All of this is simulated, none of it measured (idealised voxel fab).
voxel released beams: a process module
The width of the displayed cross-section, cut, is 165 nm; its cells are square, with a size of 5 nm.
Format of a cross-section: grid, square cells. Given as bands. Order: top down. Band: one or more rows of cells. A band entry consists of two parts. The first gives the height of the band's top and the height of its bottom, in nm. The rest lists the band's materials from left to right, each with its width in nm. A single material labelled with the word "all across" fills the band from edge to edge, and the word "empty" marks empty space. Where do heights start? At 0: under that level the wafer as delivered is made of one material only. And the lowest band has no floor; it just carries on downward, as in "0 -> down". The two numbers in a width such as "30..40" mark its ends across the band: the first belongs to the top row of cells, the second to the bottom row, and from each row to the next the width moves by the same amount. Key: "everything unchanged" - step with no changed cell in the cross-section. Heads up: "Completely sealed voids" only lists the empty pockets with no open path to the top that are 8 cells or more, and it writes them as width x height at distance, distance from the left edge, in nm. Post-settings text on a step line: simulator's own remark regarding the step. overlay nm: mask right of planned place by this much (step with mask). Neg. = left. Note on reading: below, each pair holds a cross-section from before one process step and one from after it; the one from after shows only down to the lowest band that changed. Beneath the pair, the step in between is stated along with its settings. The pairs can stem from different runs of this module on the same starting wafer. Where a pair's entry headed "Incoming profile" says so, and only there, that pair continues from the pair above it.
Incoming profile:
    0 -> down = Si all across
    Completely sealed voids: none
Post-Step Section View:
    10 -> 0 = SiN all across
    Whatever lies below 0 is exactly as it was before.
    Completely sealed voids: none
The structure goes from the before cross-section above to the after cross-section through op CONFORMAL_DEP | material SiN | thk nm 10
Incoming profile: starting point is the after cross-section of the pair just above.
Post-Step Section View:
    30 -> 10 = SiO2 all across
    Whatever lies below 10 is exactly as it was before.
    Completely sealed voids: none
The structure goes from the before cross-section above to the after cross-section through op DIRECTIONAL_DEP | material SiO2 | thk nm 20
Incoming profile: starting point is the after cross-section of the pair just above.
Post-Step Section View:
    50 -> 30 = 25 nm resist; 30 nm empty; 110 nm resist
    Whatever lies below 30 is exactly as it was before.
    Completely sealed voids: none
The structure goes from the before cross-section above to the after cross-section through op PATTERN | tone open | mask id ANCHOR | material resist | width nm 30 | thk nm 20 | overlay nm 0
Incoming profile: starting point is the after cross-section of the pair just above.
Post-Step Section View:
    50 -> 30 = 25 nm resist; 30 nm empty; 110 nm resist
    30 -> 10 = 25 nm SiO2; 30 nm empty; 110 nm SiO2
    Whatever lies below 10 is exactly as it was before.
    Completely sealed voids: none
The structure goes from the before cross-section above to the after cross-section through op DIRECTIONAL_ETCH | etch materials SiO2 | depth nm 20
Incoming profile: starting point is the after cross-section of the pair just above.
Post-Step Section View:
    30 -> 10 = 25 nm SiO2; 30 nm empty; 110 nm SiO2
    Whatever lies below 10 is exactly as it was before.
    Completely sealed voids: none
The structure goes from the before cross-section above to the after cross-section through op STRIP | etch materials resist
Incoming profile: starting point is the after cross-section of the pair just above.
Post-Step Section View:
    40 -> 30 = 35 nm TiN; 10 nm empty; 120 nm TiN
    30 -> 20 = 25 nm SiO2; 10 nm TiN; 10 nm empty; 10 nm TiN; 110 nm SiO2
    20 -> 10 = 25 nm SiO2; 30 nm TiN; 110 nm SiO2
    Whatever lies below 10 is exactly as it was before.
    Completely sealed voids: none
The structure goes from the before cross-section above to the after cross-section through op CONFORMAL_DEP | material TiN | thk nm 10
Incoming profile: starting point is the after cross-section of the pair just above.
Post-Step Section View:
    40 -> 30 = 20 nm empty; 15 nm TiN; 10 nm empty; 90 nm TiN; 30 nm empty
    Whatever lies below 30 is exactly as it was before.
    Completely sealed voids: none
The structure goes from the before cross-section above to the after cross-section through op MASKED_ETCH | tone cover | mask id BEAM | width nm 115 | etch materials TiN | depth nm 10 | overlay nm 0
Incoming profile: starting point is the after cross-section of the pair just above.
Post-Step Section View:
    40 -> 30 = 20 nm empty; 15 nm TiN; 10 nm empty; 90 nm TiN; 30 nm empty
    30 -> 20 = 25 nm empty; 10 nm TiN; 10 nm empty; 10 nm TiN; 110 nm empty
    20 -> 10 = 25 nm empty; 30 nm TiN; 110 nm empty
    Whatever lies below 10 is exactly as it was before.
    Completely sealed voids: none
The structure goes from the before cross-section above to the after cross-section through op STRIP | etch materials SiO2
Incoming profile:
    0 -> down = Si all across
    Completely sealed voids: none
Post-Step Section View:
    20 -> 0 = SiO2 all across
    Whatever lies below 0 is exactly as it was before.
    Completely sealed voids: none
The structure goes from the before cross-section above to the after cross-section through op DIRECTIONAL_DEP | material SiO2 | thk nm 20
Incoming profile: starting point is the after cross-section of the pair just above.
Post-Step Section View:
    40 -> 20 = 25 nm resist; 30 nm empty; 110 nm resist
    Whatever lies below 20 is exactly as it was before.
    Completely sealed voids: none
The structure goes from the before cross-section above to the after cross-section through op PATTERN | tone open | mask id ANCHOR | material resist | width nm 30 | thk nm 20 | overlay nm 0
Incoming profile: starting point is the after cross-section of the pair just above.
Post-Step Section View:
    40 -> 20 = 25 nm resist; 30 nm empty; 110 nm resist
    20 -> 0 = 25 nm SiO2; 30 nm empty; 110 nm SiO2
    Whatever lies below 0 is exactly as it was before.
    Completely sealed voids: none
The structure goes from the before cross-section above to the after cross-section through op DIRECTIONAL_ETCH | etch materials SiO2 | depth nm 20
Incoming profile: starting point is the after cross-section of the pair just above.
Post-Step Section View:
    20 -> 0 = 25 nm SiO2; 30 nm empty; 110 nm SiO2
    Whatever lies below 0 is exactly as it was before.
    Completely sealed voids: none
The structure goes from the before cross-section above to the after cross-section through op STRIP | etch materials resist
Incoming profile: starting point is the after cross-section of the pair just above.
Post-Step Section View:
    30 -> 20 = 35 nm TiN; 10 nm empty; 120 nm TiN
    20 -> 10 = 25 nm SiO2; 10 nm TiN; 10 nm empty; 10 nm TiN; 110 nm SiO2
    10 -> 0 = 25 nm SiO2; 30 nm TiN; 110 nm SiO2
    Whatever lies below 0 is exactly as it was before.
    Completely sealed voids: none
The structure goes from the before cross-section above to the after cross-section through op CONFORMAL_DEP | material TiN | thk nm 10
Incoming profile: starting point is the after cross-section of the pair just above.
Post-Step Section View:
    30 -> 20 = 20 nm empty; 15 nm TiN; 10 nm empty; 90 nm TiN; 30 nm empty
    Whatever lies below 20 is exactly as it was before.
    Completely sealed voids: none
The structure goes from the before cross-section above to the after cross-section through op MASKED_ETCH | tone cover | mask id BEAM | width nm 115 | etch materials TiN | depth nm 10 | overlay nm 0
Incoming profile: starting point is the after cross-section of the pair just above.
Post-Step Section View:
    30 -> 20 = 20 nm empty; 15 nm TiN; 10 nm empty; 90 nm TiN; 30 nm empty
    20 -> 10 = 25 nm empty; 10 nm TiN; 10 nm empty; 10 nm TiN; 110 nm empty
    10 -> 0 = 25 nm empty; 30 nm TiN; 110 nm empty
    Whatever lies below 0 is exactly as it was before.
    Completely sealed voids: none
The structure goes from the before cross-section above to the after cross-section through op STRIP | etch materials SiO2
Incoming profile:
    20 -> 0 = SiO2 all across
    0 -> down = Si all across
    Completely sealed voids: none
Post-Step Section View:
    30 -> 20 = SiN all across
    Whatever lies below 20 is exactly as it was before.
    Completely sealed voids: none
The structure goes from the before cross-section above to the after cross-section through op CONFORMAL_DEP | material SiN | thk nm 10
Incoming profile: starting point is the after cross-section of the pair just above.
Post-Step Section View:
    50 -> 30 = 25 nm resist; 30 nm empty; 110 nm resist
    Whatever lies below 30 is exactly as it was before.
    Completely sealed voids: none
The structure goes from the before cross-section above to the after cross-section through op PATTERN | tone open | mask id ANCHOR | material resist | width nm 30 | thk nm 20 | overlay nm 0
Incoming profile: starting point is the after cross-section of the pair just above.
Post-Step Section View:
    30 -> 20 = SiN all across
    Whatever lies below 20 is exactly as it was before.
    Completely sealed voids: none
The structure goes from the before cross-section above to the after cross-section through op STRIP | etch materials resist
Incoming profile: starting point is the after cross-section of the pair just above.
Post-Step Section View:
    40 -> 30 = TiN all across
    Whatever lies below 30 is exactly as it was before.
    Completely sealed voids: none
The structure goes from the before cross-section above to the after cross-section through op CONFORMAL_DEP | material TiN | thk nm 10
Incoming profile: starting point is the after cross-section of the pair just above.
Post-Step Section View:
    40 -> 30 = 20 nm empty; 115 nm TiN; 30 nm empty
    Whatever lies below 30 is exactly as it was before.
    Completely sealed voids: none
The structure goes from the before cross-section above to the after cross-section through op MASKED_ETCH | tone cover | mask id BEAM | width nm 115 | etch materials TiN | depth nm 10 | overlay nm 0
Incoming profile:
    40 -> 30 = 35 nm TiN; 10 nm empty; 120 nm TiN
    30 -> 20 = 25 nm SiO2; 10 nm TiN; 10 nm empty; 10 nm TiN; 110 nm SiO2
    20 -> 10 = 25 nm SiO2; 30 nm TiN; 110 nm SiO2
    10 -> 0 = SiN all across
    0 -> down = Si all across
    Completely sealed voids: none
Post-Step Section View:
    40 -> 35 = 20 nm empty; 15 nm TiN; 10 nm empty; 90 nm TiN; 30 nm empty
    Whatever lies below 35 is exactly as it was before.
    Completely sealed voids: none
The structure goes from the before cross-section above to the after cross-section through op MASKED_ETCH | tone cover | mask id BEAM | width nm 115 | etch materials TiN | depth nm 5 | overlay nm 0
Incoming profile:
    40 -> 30 = 35 nm TiN; 10 nm empty; 120 nm TiN
    30 -> 20 = 25 nm SiO2; 10 nm TiN; 10 nm empty; 10 nm TiN; 110 nm SiO2
    20 -> 10 = 25 nm SiO2; 30 nm TiN; 110 nm SiO2
    10 -> 0 = SiN all across
    0 -> down = Si all across
    Completely sealed voids: none
Post-Step Section View:
    40 -> 30 = 25 nm empty; 10 nm TiN; 10 nm empty; 90 nm TiN; 30 nm empty
    Whatever lies below 30 is exactly as it was before.
    Completely sealed voids: none
The structure goes from the before cross-section above to the after cross-section through op MASKED_ETCH | tone cover | mask id BEAM | width nm 110 | etch materials TiN | depth nm 10 | overlay nm 0
Incoming profile: starting point is the after cross-section of the pair just above.
Post-Step Section View:
    40 -> 30 = 25 nm empty; 10 nm TiN; 10 nm empty; 90 nm TiN; 30 nm empty
    30 -> 20 = 25 nm empty; 10 nm TiN; 10 nm empty; 10 nm TiN; 110 nm empty
    20 -> 10 = 25 nm empty; 30 nm TiN; 110 nm empty
    Whatever lies below 10 is exactly as it was before.
    Completely sealed voids: none
The structure goes from the before cross-section above to the after cross-section through op STRIP | etch materials SiO2
Incoming profile:
    40 -> 30 = 35 nm TiN; 10 nm empty; 120 nm TiN
    30 -> 20 = 25 nm SiO2; 10 nm TiN; 10 nm empty; 10 nm TiN; 110 nm SiO2
    20 -> 10 = 25 nm SiO2; 30 nm TiN; 110 nm SiO2
    10 -> 0 = SiN all across
    0 -> down = Si all across
    Completely sealed voids: none
Post-Step Section View:
    40 -> 30 = 30 nm empty; 5 nm TiN; 10 nm empty; 100 nm TiN; 20 nm empty
    Whatever lies below 30 is exactly as it was before.
    Completely sealed voids: none
The structure goes from the before cross-section above to the after cross-section through op MASKED_ETCH | tone cover | mask id BEAM | width nm 115 | etch materials TiN | depth nm 10 | overlay nm 10
Incoming profile: starting point is the after cross-section of the pair just above.
Post-Step Section View:
    40 -> 30 = 30 nm empty; 5 nm TiN; 10 nm empty; 100 nm TiN; 20 nm empty
    30 -> 20 = 25 nm empty; 10 nm TiN; 10 nm empty; 10 nm TiN; 110 nm empty
    20 -> 10 = 25 nm empty; 30 nm TiN; 110 nm empty
    Whatever lies below 10 is exactly as it was before.
    Completely sealed voids: none
The structure goes from the before cross-section above to the after cross-section through op STRIP | etch materials SiO2
Incoming profile:
    40 -> 30 = 20 nm empty; 15 nm TiN; 10 nm empty; 90 nm TiN; 30 nm empty
    30 -> 20 = 25 nm SiO2; 10 nm TiN; 10 nm empty; 10 nm TiN; 110 nm SiO2
    20 -> 10 = 25 nm SiO2; 30 nm TiN; 110 nm SiO2
    10 -> 0 = SiN all across
    0 -> down = Si all across
    Completely sealed voids: none
Post-Step Section View:
    30 -> 10 = 25 nm SiO2; 30 nm empty; 110 nm SiO2
    Whatever lies below 10 is exactly as it was before.
    Completely sealed voids: none
The structure goes from the before cross-section above to the after cross-section through op STRIP | etch materials TiN
Incoming profile:
    30 -> 10 = SiO2 all across
    10 -> 0 = SiN all across
    0 -> down = Si all across
    Completely sealed voids: none
Post-Step Section View:
    50 -> 30 = 25 nm empty; 30 nm resist; 110 nm empty
    Whatever lies below 30 is exactly as it was before.
    Completely sealed voids: none
The structure goes from the before cross-section above to the after cross-section through op PATTERN | tone cover | mask id ANCHOR | material resist | width nm 30 | thk nm 20 | overlay nm 0
Incoming profile: starting point is the after cross-section of the pair just above.
Post-Step Section View:
    50 -> 30 = 25 nm empty; 30 nm resist; 110 nm empty
    30 -> 10 = 25 nm empty; 30 nm SiO2; 110 nm empty
    Whatever lies below 10 is exactly as it was before.
    Completely sealed voids: none
The structure goes from the before cross-section above to the after cross-section through op DIRECTIONAL_ETCH | etch materials SiO2 | depth nm 20
Incoming profile: starting point is the after cross-section of the pair just above.
Post-Step Section View:
    30 -> 10 = 25 nm empty; 30 nm SiO2; 110 nm empty
    Whatever lies below 10 is exactly as it was before.
    Completely sealed voids: none
The structure goes from the before cross-section above to the after cross-section through op STRIP | etch materials resist
Incoming profile: starting point is the after cross-section of the pair just above.
Post-Step Section View:
    40 -> 30 = 15 nm empty; 50 nm TiN; 100 nm empty
    30 -> 20 = 15 nm empty; 10 nm TiN; 30 nm SiO2; 10 nm TiN; 100 nm empty
    20 -> 10 = 25 nm TiN; 30 nm SiO2; 110 nm TiN
    Whatever lies below 10 is exactly as it was before.
    Completely sealed voids: none
The structure goes from the before cross-section above to the after cross-section through op CONFORMAL_DEP | material TiN | thk nm 10
Incoming profile: starting point is the after cross-section of the pair just above.
Post-Step Section View:
    40 -> 30 = 20 nm empty; 45 nm TiN; 100 nm empty
    30 -> 20 = 15 nm empty; 10 nm TiN; 30 nm SiO2; 10 nm TiN; 100 nm empty
    20 -> 10 = 15 nm empty; 10 nm TiN; 30 nm SiO2; 80 nm TiN; 30 nm empty
    Whatever lies below 10 is exactly as it was before.
    Completely sealed voids: none
The structure goes from the before cross-section above to the after cross-section through op MASKED_ETCH | tone cover | mask id BEAM | width nm 115 | etch materials TiN | depth nm 10 | overlay nm 0
